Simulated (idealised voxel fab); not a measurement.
Process module name: voxel gate over fins
This is section cut - it's 220 nm across, gridded in 5 nm square cells.
Cross-section spec: square-cell grid; bands listed top down; each band is one or more rows.
Each band's line starts with the height of the band's top and of its bottom, in nm. Then come its materials from left to right, each with its width in nm. One material with "full width" fills the band from edge to edge. "blank" is empty space.
Height is counted from the level 0, under which the received wafer is composed throughout of one material. The lowest of the bands is not closed at the bottom but continues downward, in the notation "0 -> down".
With a width like "30..40", each row of cells in the band differs from the next by the same amount, the top row carrying the first number and the bottom row the second.
It should be understood that the words "nothing altered", when stated for a given step, signify that the cross-section underwent no change in any of its cells during that step.
Closed-off voids of 8+ cells (no open route to the top) go in "Sealed internal voids", written width x height at distance from the left edge, in nm.
Anything after a step's settings on that line? It's the simulator's own note about the step.
The line of a step may include "overlay nm". On a step with a mask, this value is how far to the right of its planned place the mask lay. A negative value means the mask lay to the left.

List of planned process steps
| 1 | RECEIVE (material Si) |
| 2 | CONFORMAL_DEP (material SiN; thk nm 10) |
| 3 | PATTERN (tone cover; mask id FINS; material resist; width nm 15; pitch nm 50; thk nm 20; overlay nm 0) |
| 4 | DIRECTIONAL_ETCH (etch materials SiN; depth nm 10) |
| 5 | DIRECTIONAL_ETCH (etch materials Si; depth nm 40) |
| 6 | STRIP (etch materials resist) |
| 7 | OXIDIZE (depth nm 5) |
| 8 | FILL_DEP (material SiO2; thk nm 5) |
| 9 | CMP (height nm 10) |
| 10 | DIRECTIONAL_DEP (material aC; thk nm 10) |
| 11 | PATTERN (tone open; mask id RAIL; material resist; width nm 15; thk nm 25; overlay nm 0) |
| 12 | DIRECTIONAL_ETCH (etch materials aC; depth nm 10) |
| 13 | STRIP (etch materials resist) |
| 14 | DIRECTIONAL_ETCH (etch materials SiO2; depth nm 45) |
| 15 | STRIP (etch materials aC) |
| 16 | CONFORMAL_DEP (material TiN; thk nm 5) |
| 17 | FILL_DEP (material W; thk nm 10) |
| 18 | CMP (height nm 10) |
| 19 | SELECTIVE_ETCH (etch materials W Ru TiN; depth nm 30) |
| 20 | FILL_DEP (material SiO2; thk nm 5) |
| 21 | CMP (height nm 10) |
| 22 | SELECTIVE_ETCH (etch materials SiO2; depth nm 20) |
| 23 | STRIP (etch materials SiN) |
| 24 | CONFORMAL_DEP (material HfO2; thk nm 5) |
| 25 | CONFORMAL_DEP (material TiN; thk nm 5) |
| 26 | FILL_DEP (material W; thk nm 15) |
| 27 | CMP (height nm 20) |
| 28 | CONFORMAL_DEP (material SiCN; thk nm 5) |

What follows covers the first of two wafers; it ran as planned

Cross-section of the incoming wafer, state after step 1
  0 -> down: Si full width
  Sealed internal voids: none

Cross-section of the wafer after step 2
  10 -> 0: SiN full width
  Unchanged below 0.

Cross-section of the wafer after step 3
  30 -> 10: blank (25)  resist (15)  blank (35)  resist (15)  blank (35)  resist (15)  blank (35)  resist (15)  blank (30)
  Unchanged below 10.

Cross-section of the wafer after step 4
  30 -> 10: blank (25)  resist (15)  blank (35)  resist (15)  blank (35)  resist (15)  blank (35)  resist (15)  blank (30)
  10 -> 0: blank (25)  SiN (15)  blank (35)  SiN (15)  blank (35)  SiN (15)  blank (35)  SiN (15)  blank (30)
  Unchanged below 0.

Cross-section of the wafer after step 5
  30 -> 10: blank (25)  resist (15)  blank (35)  resist (15)  blank (35)  resist (15)  blank (35)  resist (15)  blank (30)
  10 -> 0: blank (25)  SiN (15)  blank (35)  SiN (15)  blank (35)  SiN (15)  blank (35)  SiN (15)  blank (30)
  0 -> -40: blank (25)  Si (15)  blank (35)  Si (15)  blank (35)  Si (15)  blank (35)  Si (15)  blank (30)
  Unchanged below -40.

Cross-section of the wafer after step 6
  10 -> 0: blank (25)  SiN (15)  blank (35)  SiN (15)  blank (35)  SiN (15)  blank (35)  SiN (15)  blank (30)
  Unchanged below 0.

Cross-section of the wafer after step 7
  10 -> 0: blank (25)  SiN (15)  blank (35)  SiN (15)  blank (35)  SiN (15)  blank (35)  SiN (15)  blank (30)
  0 -> -40: blank (25)  SiO2 (5)  Si (5)  SiO2 (5)  blank (35)  SiO2 (5)  Si (5)  SiO2 (5)  blank (35)  SiO2 (5)  Si (5)  SiO2 (5)  blank (35)  SiO2 (5)  Si (5)  SiO2 (5)  blank (30)
  -40 -> -45: SiO2 (30)  Si (5)  SiO2 (45)  Si (5)  SiO2 (45)  Si (5)  SiO2 (45)  Si (5)  SiO2 (35)
  Unchanged below -45.

Cross-section of the wafer after step 8
  15 -> 10: SiO2 full width
  10 -> 0: SiO2 (25)  SiN (15)  SiO2 (35)  SiN (15)  SiO2 (35)  SiN (15)  SiO2 (35)  SiN (15)  SiO2 (30)
  0 -> -45: SiO2 (30)  Si (5)  SiO2 (45)  Si (5)  SiO2 (45)  Si (5)  SiO2 (45)  Si (5)  SiO2 (35)
  Unchanged below -45.

Cross-section of the wafer after step 9
  10 -> 0: SiO2 (25)  SiN (15)  SiO2 (35)  SiN (15)  SiO2 (35)  SiN (15)  SiO2 (35)  SiN (15)  SiO2 (30)
  Unchanged below 0.

Cross-section of the wafer after step 10
  20 -> 10: aC full width
  Unchanged below 10.

Cross-section of the wafer after step 11
  45 -> 20: resist (50)  blank (15)  resist (155)
  Unchanged below 20.

Cross-section of the wafer after step 12
  35 -> 20: resist (50)  blank (15)  resist (155)
  20 -> 10: aC (50)  blank (15)  aC (155)
  Unchanged below 10.

Cross-section of the wafer after step 13
  20 -> 10: aC (50)  blank (15)  aC (155)
  Unchanged below 10.

Cross-section of the wafer after step 14
  20 -> 10: aC (50)  blank (15)  aC (155)
  10 -> 0: SiO2 (25)  SiN (15)  SiO2 (10)  blank (15)  SiO2 (10)  SiN (15)  SiO2 (35)  SiN (15)  SiO2 (35)  SiN (15)  SiO2 (30)
  0 -> -35: SiO2 (30)  Si (5)  SiO2 (15)  blank (15)  SiO2 (15)  Si (5)  SiO2 (45)  Si (5)  SiO2 (45)  Si (5)  SiO2 (35)
  Unchanged below -35.

Cross-section of the wafer after step 15
  10 -> 0: SiO2 (25)  SiN (15)  SiO2 (10)  blank (15)  SiO2 (10)  SiN (15)  SiO2 (35)  SiN (15)  SiO2 (35)  SiN (15)  SiO2 (30)
  Unchanged below 0.

Cross-section of the wafer after step 16
  15 -> 10: TiN (55)  blank (5)  TiN (160)
  10 -> 0: SiO2 (25)  SiN (15)  SiO2 (10)  TiN (5)  blank (5)  TiN (5)  SiO2 (10)  SiN (15)  SiO2 (35)  SiN (15)  SiO2 (35)  SiN (15)  SiO2 (30)
  0 -> -30: SiO2 (30)  Si (5)  SiO2 (15)  TiN (5)  blank (5)  TiN (5)  SiO2 (15)  Si (5)  SiO2 (45)  Si (5)  SiO2 (45)  Si (5)  SiO2 (35)
  -30 -> -35: SiO2 (30)  Si (5)  SiO2 (15)  TiN (15)  SiO2 (15)  Si (5)  SiO2 (45)  Si (5)  SiO2 (45)  Si (5)  SiO2 (35)
  Unchanged below -35.

Cross-section of the wafer after step 17
  25 -> 15: W full width
  15 -> 10: TiN (55)  W (5)  TiN (160)
  10 -> 0: SiO2 (25)  SiN (15)  SiO2 (10)  TiN (5)  W (5)  TiN (5)  SiO2 (10)  SiN (15)  SiO2 (35)  SiN (15)  SiO2 (35)  SiN (15)  SiO2 (30)
  0 -> -30: SiO2 (30)  Si (5)  SiO2 (15)  TiN (5)  W (5)  TiN (5)  SiO2 (15)  Si (5)  SiO2 (45)  Si (5)  SiO2 (45)  Si (5)  SiO2 (35)
  Unchanged below -30.

Cross-section of the wafer after step 18
  10 -> 0: SiO2 (25)  SiN (15)  SiO2 (10)  TiN (5)  W (5)  TiN (5)  SiO2 (10)  SiN (15)  SiO2 (35)  SiN (15)  SiO2 (35)  SiN (15)  SiO2 (30)
  Unchanged below 0.

Cross-section of the wafer after step 19
  10 -> 0: SiO2 (25)  SiN (15)  SiO2 (10)  blank (15)  SiO2 (10)  SiN (15)  SiO2 (35)  SiN (15)  SiO2 (35)  SiN (15)  SiO2 (30)
  0 -> -20: SiO2 (30)  Si (5)  SiO2 (15)  blank (15)  SiO2 (15)  Si (5)  SiO2 (45)  Si (5)  SiO2 (45)  Si (5)  SiO2 (35)
  Unchanged below -20.

Cross-section of the wafer after step 20
  15 -> 10: SiO2 full width
  10 -> 0: SiO2 (25)  SiN (15)  SiO2 (35)  SiN (15)  SiO2 (35)  SiN (15)  SiO2 (35)  SiN (15)  SiO2 (30)
  0 -> -20: SiO2 (30)  Si (5)  SiO2 (45)  Si (5)  SiO2 (45)  Si (5)  SiO2 (45)  Si (5)  SiO2 (35)
  Unchanged below -20.

Cross-section of the wafer after step 21
  10 -> 0: SiO2 (25)  SiN (15)  SiO2 (35)  SiN (15)  SiO2 (35)  SiN (15)  SiO2 (35)  SiN (15)  SiO2 (30)
  Unchanged below 0.

Cross-section of the wafer after step 22
  10 -> 0: blank (25)  SiN (15)  blank (35)  SiN (15)  blank (35)  SiN (15)  blank (35)  SiN (15)  blank (30)
  0 -> -10: blank (30)  Si (5)  blank (45)  Si (5)  blank (45)  Si (5)  blank (45)  Si (5)  blank (35)
  Unchanged below -10.

Cross-section of the wafer after step 23
  0 -> -10: blank (30)  Si (5)  blank (45)  Si (5)  blank (45)  Si (5)  blank (45)  Si (5)  blank (35)
  Unchanged below -10.

Cross-section of the wafer after step 24
  5 -> 0: blank (25)  HfO2 (15)  blank (35)  HfO2 (15)  blank (35)  HfO2 (15)  blank (35)  HfO2 (15)  blank (30)
  0 -> -5: blank (25)  HfO2 (5)  Si (5)  HfO2 (5)  blank (35)  HfO2 (5)  Si (5)  HfO2 (5)  blank (35)  HfO2 (5)  Si (5)  HfO2 (5)  blank (35)  HfO2 (5)  Si (5)  HfO2 (5)  blank (30)
  -5 -> -10: HfO2 (30)  Si (5)  HfO2 (45)  Si (5)  HfO2 (45)  Si (5)  HfO2 (45)  Si (5)  HfO2 (35)
  Unchanged below -10.

Cross-section of the wafer after step 25
  10 -> 5: blank (20)  TiN (25)  blank (25)  TiN (25)  blank (25)  TiN (25)  blank (25)  TiN (25)  blank (25)
  5 -> 0: blank (20)  TiN (5)  HfO2 (15)  TiN (5)  blank (25)  TiN (5)  HfO2 (15)  TiN (5)  blank (25)  TiN (5)  HfO2 (15)  TiN (5)  blank (25)  TiN (5)  HfO2 (15)  TiN (5)  blank (25)
  0 -> -5: TiN (25)  HfO2 (5)  Si (5)  HfO2 (5)  TiN (35)  HfO2 (5)  Si (5)  HfO2 (5)  TiN (35)  HfO2 (5)  Si (5)  HfO2 (5)  TiN (35)  HfO2 (5)  Si (5)  HfO2 (5)  TiN (30)
  Unchanged below -5.

Cross-section of the wafer after step 26
  25 -> 10: W full width
  10 -> 5: W (20)  TiN (25)  W (25)  TiN (25)  W (25)  TiN (25)  W (25)  TiN (25)  W (25)
  5 -> 0: W (20)  TiN (5)  HfO2 (15)  TiN (5)  W (25)  TiN (5)  HfO2 (15)  TiN (5)  W (25)  TiN (5)  HfO2 (15)  TiN (5)  W (25)  TiN (5)  HfO2 (15)  TiN (5)  W (25)
  Unchanged below 0.

Cross-section of the wafer after step 27
  20 -> 10: W full width
  Unchanged below 10.

Cross-section of the wafer after step 28
  25 -> 20: SiCN full width
  Unchanged below 20.

Second wafer, same starting conditions and recipe as the first, one mistake in executing it, nothing differs from the first up to and including step 23

Here is the second wafer in cross-section at the point where step 24 of the plan should have been done: nothing altered

Here is the second wafer in cross-section at the point where step 25 of the plan should have been done
  5 -> 0: blank (25)  TiN (15)  blank (35)  TiN (15)  blank (35)  TiN (15)  blank (35)  TiN (15)  blank (30)
  0 -> -5: blank (25)  TiN (5)  Si (5)  TiN (5)  blank (35)  TiN (5)  Si (5)  TiN (5)  blank (35)  TiN (5)  Si (5)  TiN (5)  blank (35)  TiN (5)  Si (5)  TiN (5)  blank (30)
  -5 -> -10: TiN (30)  Si (5)  TiN (45)  Si (5)  TiN (45)  Si (5)  TiN (45)  Si (5)  TiN (35)
  Unchanged below -10.

Here is the second wafer in cross-section at the point where step 26 of the plan should have been done
  20 -> 5: W full width
  5 -> 0: W (25)  TiN (15)  W (35)  TiN (15)  W (35)  TiN (15)  W (35)  TiN (15)  W (30)
  0 -> -5: W (25)  TiN (5)  Si (5)  TiN (5)  W (35)  TiN (5)  Si (5)  TiN (5)  W (35)  TiN (5)  Si (5)  TiN (5)  W (35)  TiN (5)  Si (5)  TiN (5)  W (30)
  Unchanged below -5.

Here is the second wafer in cross-section at the point where step 27 of the plan should have been done: nothing altered

Here is the second wafer in cross-section at the point where step 28 of the plan should have been done
  25 -> 20: SiCN full width
  Unchanged below 20.
Where did the run depart from the plan? step 24 of the plan never got run, it was skipped over
Cell-count delta at end, second wafer over first, by material: HfO2: 60 fewer | W: 60 more
